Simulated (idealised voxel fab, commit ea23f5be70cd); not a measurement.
You're looking at the process module voxel capacitor over wiring.
We display cut, a cross-section 275 nm in width whose square cells are each 5 nm.
Bands, listed from the top down, are how a cross-section gets written in this document; the cross-section itself is a grid of square cells, and a band is one or more rows of them. Top, bottom (nm), then materials left to right with widths (nm); lone material tagged "full width" fills the whole band edge to edge; "empty" = empty space. The level at which height equals 0 is the one under which the wafer, as it arrives, is entirely one material. No lower edge exists for the bottom band, which continues downward and is notated as in "from 0 down". It should be noted that a width expressed as "30->40" varies in equal increments from row to row of cells within the band, taking the value of the first number at the top row and that of the second number at the bottom row. "no modifications", as given for a step, is the statement that not any cell of the cross-section underwent a change during that step. "Closed internal voids" specifies each empty space that is not open to the top and that occupies no fewer than 8 cells, using the form width x height at distance, the distance measured from the left edge and all three quantities in nm. What comes after the settings on a step's line is commentary from the simulator itself on that step. overlay nm: how far to the right of its planned place the mask lay on this masked step (negative: to the left).
[Here's what the planned process steps look like]
step 1: RECEIVE: material Si
step 2: CONFORMAL_DEP: material SiO2, thk nm 10
step 3: DIRECTIONAL_DEP: material TiN, thk nm 5
step 4: DIRECTIONAL_DEP: material W, thk nm 20
step 5: PATTERN: tone cover, mask id METAL_1, material resist, width nm 30, pitch nm 80, thk nm 20, overlay nm 0
step 6: DIRECTIONAL_ETCH: etch materials W, depth nm 20
step 7: DIRECTIONAL_ETCH: etch materials TiN, depth nm 5
step 8: STRIP: etch materials resist
step 9: FILL_DEP: material lowk, thk nm 10
step 10: CMP: height nm 35
step 11: CONFORMAL_DEP: material SiCN, thk nm 5
step 12: DIRECTIONAL_DEP: material SiO2, thk nm 15
step 13: MASKED_ETCH: tone open, mask id PLUG_1, width nm 15, etch materials SiO2, depth nm 15, overlay nm 0
step 14: MASKED_ETCH: tone open, mask id PLUG_1, width nm 15, etch materials SiCN, depth nm 5, overlay nm 0
step 15: EPI: material Ru, thk nm 10
step 16: EPI: material Ru, thk nm 10
step 17: DIRECTIONAL_DEP: material TiN, thk nm 5
step 18: DIRECTIONAL_DEP: material HfO2, thk nm 5
step 19: DIRECTIONAL_DEP: material TiN, thk nm 5
step 20: DIRECTIONAL_DEP: material aC, thk nm 10
step 21: PATTERN: tone cover, mask id UPPER_PLATE, material resist, width nm 55, thk nm 25, overlay nm 0
step 22: DIRECTIONAL_ETCH: etch materials aC, depth nm 10
step 23: STRIP: etch materials resist
step 24: DIRECTIONAL_ETCH: etch materials TiN, depth nm 5
step 25: DIRECTIONAL_ETCH: etch materials HfO2, depth nm 5
step 26: STRIP: etch materials aC
step 27: MASKED_ETCH: tone cover, mask id LOWER_PLATE, width nm 65, etch materials TiN, depth nm 5, overlay nm 0
step 28: FILL_DEP: material SiO2, thk nm 15
step 29: CMP: height nm 80
step 30: MASKED_ETCH: tone open, mask id PLUG_2, width nm 15, etch materials SiO2, depth nm 10, overlay nm 0
step 31: CONFORMAL_DEP: material TiN, thk nm 5
step 32: FILL_DEP: material Ru, thk nm 10
step 33: CMP: height nm 80
step 34: CONFORMAL_DEP: material SiN, thk nm 5
[Wafer cross-section on receipt, i.e. after step 1]
* from 0 down  Si full width
* Closed internal voids: none
[The plan above was carried out on the starting structure above with one mistake, and this cross-section shows the wafer at the end of the module]
* from 85 to 80  SiN full width
* from 80 to 75  SiO2=95 | TiN=55 | SiO2=125
* from 75 to 70  SiO2=95 | HfO2=55 | SiO2=125
* from 70 to 60  Ru full width
* from 60 to 55  TiN=95 | Ru=15 | TiN=165
* from 55 to 50  SiO2=95 | Ru=15 | SiO2=165
* from 50 to 45  SiO2=95 | TiN=15 | SiO2=165
* from 45 to 40  SiO2=95 | Ru=15 | SiO2=165
* from 40 to 35  SiCN=95 | Ru=15 | SiCN=165
* from 35 to 15  lowk=80 | W=30 | lowk=50 | W=30 | lowk=85
* from 15 to 10  lowk=80 | TiN=30 | lowk=50 | TiN=30 | lowk=85
* from 10 to 0  SiO2 full width
* from 0 down  Si full width
* Closed internal voids: none
Against the plan, the run slipped here: it was found that steps 16 and 17 of the process plan had been performed in exchanged positions
